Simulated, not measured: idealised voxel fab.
Proc. module: voxel gate over fins
The figure presents cross-section cut, which has a width of 195 nm and is divided into square cells with an edge length of 5 nm.
Cross-section spec: square-cell grid; bands listed top down; each band is one or more rows.
Band entry format. Leading values: height of top, height of bottom, nm. Remainder: materials in left-to-right order, each with its width in nm. Special words: "edge to edge" on a single material, which then fills the band edge to edge; "empty", empty space.
For the purposes of this specification, 0 denotes the height below which the wafer in its as-received condition is composed wholly of one material, and the lowermost band, lacking a lower limit, extends downward without end, as expressed in "0 -> down".
Width spec "30->40" -> top row of cells at first value, bottom row at second value, equal per-row change in between.
The designation "nothing different", where it is given for a processing step, indicates that no cell of the cross-section was altered in the course of that step.
Closed empty spaces (no open way to the top) of 8 cells or more are what "Unvented voids" lists, each as width x height at distance from the left edge, nm for all three.
It should be noted that, on the line of a given step, the content following the step's settings is a remark produced by the simulator itself with respect to that step.
overlay nm, on a step with a mask: how far to the right of its planned place the mask lay; to the left if negative

Listed below are the process steps as planned:
| 1 | RECEIVE [material Si] |
| 2 | CONFORMAL_DEP [material SiN] [thk nm 10] |
| 3 | PATTERN [tone cover] [mask id FINS] [material resist] [width nm 15] [pitch nm 40] [thk nm 15] [overlay nm 0] |
| 4 | DIRECTIONAL_ETCH [etch materials SiN] [depth nm 10] |
| 5 | DIRECTIONAL_ETCH [etch materials Si] [depth nm 30] |
| 6 | STRIP [etch materials resist] |
| 7 | OXIDIZE [depth nm 5] |
| 8 | FILL_DEP [material SiO2] [thk nm 5] |
| 9 | CMP [height nm 10] |
| 10 | SELECTIVE_ETCH [etch materials SiO2] [depth nm 25] |
| 11 | STRIP [etch materials SiN] |
| 12 | CONFORMAL_DEP [material HfO2] [thk nm 5] |
| 13 | CONFORMAL_DEP [material TiN] [thk nm 5] |
| 14 | CONFORMAL_DEP [material TiAl] [thk nm 5] |
| 15 | CONFORMAL_DEP [material TiN] [thk nm 5] |
| 16 | FILL_DEP [material W] [thk nm 15] |
| 17 | CMP [height nm 30] |
| 18 | CONFORMAL_DEP [material SiCN] [thk nm 5] |

Step 1 complete: cross-section of the wafer as received:
* 0 -> down: Si edge to edge
* Unvented voids: none

Result of the module, cross-sectioned: start per above, plan per above, one error in how it was run:
* 35 -> 30: SiCN edge to edge
* 30 -> 25: TiN edge to edge
* 25 -> 20: TiAl edge to edge
* 20 -> 15: TiN edge to edge
* 15 -> 10: HfO2 edge to edge
* 10 -> 0: SiCN edge to edge
* 0 -> down: Si edge to edge
* Unvented voids: none
Plan not followed: it should be noted that step 2 was executed with settings other than those planned, the operation and settings actually applied being CONFORMAL_DEP [material SiCN] [thk nm 10]
